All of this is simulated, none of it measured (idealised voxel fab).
Documented hereafter: the process module known as voxel air gaps.
This is section cut - it's 295 nm across, gridded in 5 nm square cells.
In what follows, cross-sections appear as grids of square cells, described through bands that run from the top down, where every band is one or more rows of cells. Per band: top height and bottom height in nm, followed by the left-to-right materials and their widths in nm; "edge to edge" marks a single material spanning edge to edge, "air" marks empty space. Heights are measured from 0, the level below which the as-received wafer is all one material; the lowest band has no bottom and continues downward, written as in "from 0 down". When a width is written as two numbers, as in "30->40", the first number is the width in the top row of cells of the band and the second is the width in its bottom row, and the width changes by the same amount from each row to the next. Where the words "nothing different" appear for a step, the cross-section shows no cell changed by that step; every cell remained as before. In the "Unvented internal voids" entry, you get each enclosed empty space of 8 cells or more, one with no open way to the top, written width x height at distance, distance from the left edge, in nm. Heads up: the bit after the settings on a step's line is the simulator's remark on that step. A step's line can hold "overlay nm"; with a mask on that step, the setting says how far right of the planned place the mask lay, while a negative setting says it lay to the left.

# Planned process steps
step 1: RECEIVE with material Si
step 2: CONFORMAL_DEP with material SiO2, thk nm 15
step 3: CONFORMAL_DEP with material SiN, thk nm 5
step 4: DIRECTIONAL_DEP with material lowk, thk nm 35
step 5: MASKED_ETCH with tone open, mask id LINES, width nm 20, pitch nm 50, etch materials lowk, depth nm 35, overlay nm 0
step 6: CONFORMAL_DEP with material TiN, thk nm 5
step 7: FILL_DEP with material Cu, thk nm 5
step 8: CMP with height nm 55
step 9: EPI with material Ru, thk nm 10
step 10: SELECTIVE_ETCH with etch materials lowk, depth nm 45
step 11: CONFORMAL_DEP with material SiN, thk nm 5

# Cross-section: wafer on arrival = after step 1
  from 0 down  Si edge to edge
  Unvented internal voids: none

# first wafer at the end, as planned
  from 70 to 65  70 of air; 150 of SiN; 75 of air
  from 65 to 55  70 of air; 5 of SiN; 40 of Ru; 10 of SiN; 40 of Ru; 10 of SiN; 40 of Ru; 5 of SiN; 75 of air
  from 55 to 50  70 of air; 15 of SiN; 5 of TiN; 10 of Cu; 5 of TiN; 30 of SiN; 5 of TiN; 10 of Cu; 5 of TiN; 30 of SiN; 5 of TiN; 10 of Cu; 5 of TiN; 15 of SiN; 75 of air
  from 50 to 25  80 of air; 5 of SiN; 5 of TiN; 10 of Cu; 5 of TiN; 5 of SiN; 20 of air; 5 of SiN; 5 of TiN; 10 of Cu; 5 of TiN; 5 of SiN; 20 of air; 5 of SiN; 5 of TiN; 10 of Cu; 5 of TiN; 5 of SiN; 85 of air
  from 25 to 20  85 of SiN; 20 of TiN; 30 of SiN; 20 of TiN; 30 of SiN; 20 of TiN; 90 of SiN
  from 20 to 15  SiN edge to edge
  from 15 to 0  SiO2 edge to edge
  from 0 down  Si edge to edge
  Unvented internal voids: 20 x 25 at 110; 20 x 25 at 160

# Here's the second of our two wafers sectioned at module end. Same start as the first, same plan, but one mistake got made running it
  from 70 to 65  65 of air; 160 of SiN; 70 of air
  from 65 to 55  65 of air; 5 of SiN; 150 of Ru; 5 of SiN; 70 of air
  from 55 to 50  65 of air; 15 of SiN; 5 of TiN; 20 of Cu; 5 of TiN; 20 of lowk; 5 of TiN; 20 of Cu; 5 of TiN; 20 of lowk; 5 of TiN; 20 of Cu; 5 of TiN; 15 of SiN; 70 of air
  from 50 to 25  75 of air; 5 of SiN; 5 of TiN; 20 of Cu; 5 of TiN; 20 of lowk; 5 of TiN; 20 of Cu; 5 of TiN; 20 of lowk; 5 of TiN; 20 of Cu; 5 of TiN; 5 of SiN; 80 of air
  from 25 to 20  80 of SiN; 30 of TiN; 20 of lowk; 30 of TiN; 20 of lowk; 30 of TiN; 85 of SiN
  from 20 to 15  SiN edge to edge
  from 15 to 0  SiO2 edge to edge
  from 0 down  Si edge to edge
  Unvented internal voids: none
Processing error: step 5 ran as: MASKED_ETCH with tone open, mask id LINES, width nm 30, pitch nm 50, etch materials lowk, depth nm 35, overlay nm 0
Count the cells at the end and the second wafer has more or fewer of some materials than the first: +36 Cu; +12 Ru; -52 SiN; +6 TiN; +56 lowk
closed voids at the end (first wafer, second wafer): 2, 0
